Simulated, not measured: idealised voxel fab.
Herein follows the process module entitled voxel wiring stack.
For reference, the cross-section in this document is cut, with width 175 nm and square cells of 5 nm.
Cross-section = grid of square cells, listed top down in bands; band = one or more rows. Band: top height; bottom height; in nm. Then, left to right: material with width in nm, for each material. "edge to edge": a single material spanning edge to edge. "air": empty space. For the purposes of this specification, 0 denotes the height below which the wafer in its as-received condition is composed wholly of one material, and the lowermost band, lacking a lower limit, extends downward without end, as expressed in "0 down". Per-row width for "30 to 40": begins at first number (top row of band), ends at second number (bottom row), increment between rows held constant. "stayed the same", as given for a step, is the statement that not any cell of the cross-section underwent a change during that step. The list in "Enclosed cavities" covers empty spaces of 8 cells or more that cannot reach the top through any open way, and it gives each as width x height at distance; the distance is from the left edge, and width, height and distance are in nm. What comes after the settings on a step's line is commentary from the simulator itself on that step. The line of a step may include "overlay nm". On a step with a mask, this value is how far to the right of its planned place the mask lay. A negative value means the mask lay to the left.
Intended process steps
1 RECEIVE,material Si
2 CONFORMAL_DEP,material SiO2,thk nm 15
3 DIRECTIONAL_DEP,material TiN,thk nm 5
4 DIRECTIONAL_DEP,material Ru,thk nm 20
5 PATTERN,tone cover,mask id METAL_1,material resist,width nm 25,pitch nm 50,thk nm 20,overlay nm 0
6 DIRECTIONAL_ETCH,etch materials Ru,depth nm 20
7 DIRECTIONAL_ETCH,etch materials TiN,depth nm 5
8 STRIP,etch materials resist
9 CONFORMAL_DEP,material SiN,thk nm 5
10 FILL_DEP,material lowk,thk nm 10
11 CMP,height nm 40
12 CONFORMAL_DEP,material SiCN,thk nm 5
13 DIRECTIONAL_DEP,material lowk,thk nm 30
14 PATTERN,tone open,mask id METAL_2,material resist,width nm 25,pitch nm 50,thk nm 15,overlay nm 0
15 DIRECTIONAL_ETCH,etch materials lowk,depth nm 15
16 STRIP,etch materials resist
17 DIRECTIONAL_DEP,material aC,thk nm 15
18 PATTERN,tone open,mask id METAL_2_HOLES,material resist,width nm 15,pitch nm 50,thk nm 35,overlay nm 0
19 DIRECTIONAL_ETCH,etch materials aC,depth nm 15
20 STRIP,etch materials resist
21 DIRECTIONAL_ETCH,etch materials lowk,depth nm 15
22 DIRECTIONAL_ETCH,etch materials SiCN,depth nm 5
23 STRIP,etch materials aC
24 CONFORMAL_DEP,material TiN,thk nm 5
25 FILL_DEP,material Cu,thk nm 5
26 CMP,height nm 75
27 CONFORMAL_DEP,material SiCN,thk nm 5
Cross-section of the wafer upon arrival, representing the state reached after step 1
0 down | Si edge to edge
Enclosed cavities: none
Run as planned - first of the two wafers cross-sectioned at the end of the module
80 to 75 | SiCN edge to edge
75 to 65 | lowk: 25; TiN: 5; Cu: 15; TiN: 5; lowk: 25; TiN: 5; Cu: 15; TiN: 5; lowk: 25; TiN: 5; Cu: 15; TiN: 5; lowk: 25
65 to 60 | lowk: 25; TiN: 5; Cu: 5; TiN: 15; lowk: 25; TiN: 5; Cu: 5; TiN: 15; lowk: 25; TiN: 5; Cu: 5; TiN: 15; lowk: 25
60 to 45 | lowk: 25; TiN: 5; Cu: 5; TiN: 5; lowk: 35; TiN: 5; Cu: 5; TiN: 5; lowk: 35; TiN: 5; Cu: 5; TiN: 5; lowk: 35
45 to 40 | SiCN: 25; TiN: 15; SiCN: 35; TiN: 15; SiCN: 35; TiN: 15; SiCN: 35
40 to 20 | lowk: 20; SiN: 5; Ru: 25; SiN: 5; lowk: 15; SiN: 5; Ru: 25; SiN: 5; lowk: 15; SiN: 5; Ru: 25; SiN: 5; lowk: 20
20 to 15 | SiN: 25; TiN: 25; SiN: 25; TiN: 25; SiN: 25; TiN: 25; SiN: 25
15 to 0 | SiO2 edge to edge
0 down | Si edge to edge
Enclosed cavities: none
This is the second of the two wafers, cross-sectioned at the end of the module; it started exactly like the first and was given the same plan, but it was run with one mistake
80 to 75 | SiCN edge to edge
75 to 65 | lowk: 20; TiN: 5; Cu: 25; TiN: 5; lowk: 15; TiN: 5; Cu: 25; TiN: 5; lowk: 15; TiN: 5; Cu: 25; TiN: 5; lowk: 20
65 to 60 | lowk: 20; TiN: 10; Cu: 5; TiN: 20; lowk: 15; TiN: 10; Cu: 5; TiN: 20; lowk: 15; TiN: 10; Cu: 5; TiN: 20; lowk: 20
60 to 45 | lowk: 25; TiN: 5; Cu: 5; TiN: 5; lowk: 35; TiN: 5; Cu: 5; TiN: 5; lowk: 35; TiN: 5; Cu: 5; TiN: 5; lowk: 35
45 to 40 | SiCN: 25; TiN: 15; SiCN: 35; TiN: 15; SiCN: 35; TiN: 15; SiCN: 35
40 to 20 | lowk: 20; SiN: 5; Ru: 25; SiN: 5; lowk: 15; SiN: 5; Ru: 25; SiN: 5; lowk: 15; SiN: 5; Ru: 25; SiN: 5; lowk: 20
20 to 15 | SiN: 25; TiN: 25; SiN: 25; TiN: 25; SiN: 25; TiN: 25; SiN: 25
15 to 0 | SiO2 edge to edge
0 down | Si edge to edge
Enclosed cavities: none
Nonconformance to the process plan: step 14 went in with a setting other than planned; the actual run was PATTERN,tone open,mask id METAL_2,material resist,width nm 35,pitch nm 50,thk nm 15,overlay nm 0
The closing comparison, in cells, has the second wafer with more or fewer of some materials than the first: Cu: 12 more | TiN: 6 more | lowk: 18 fewer
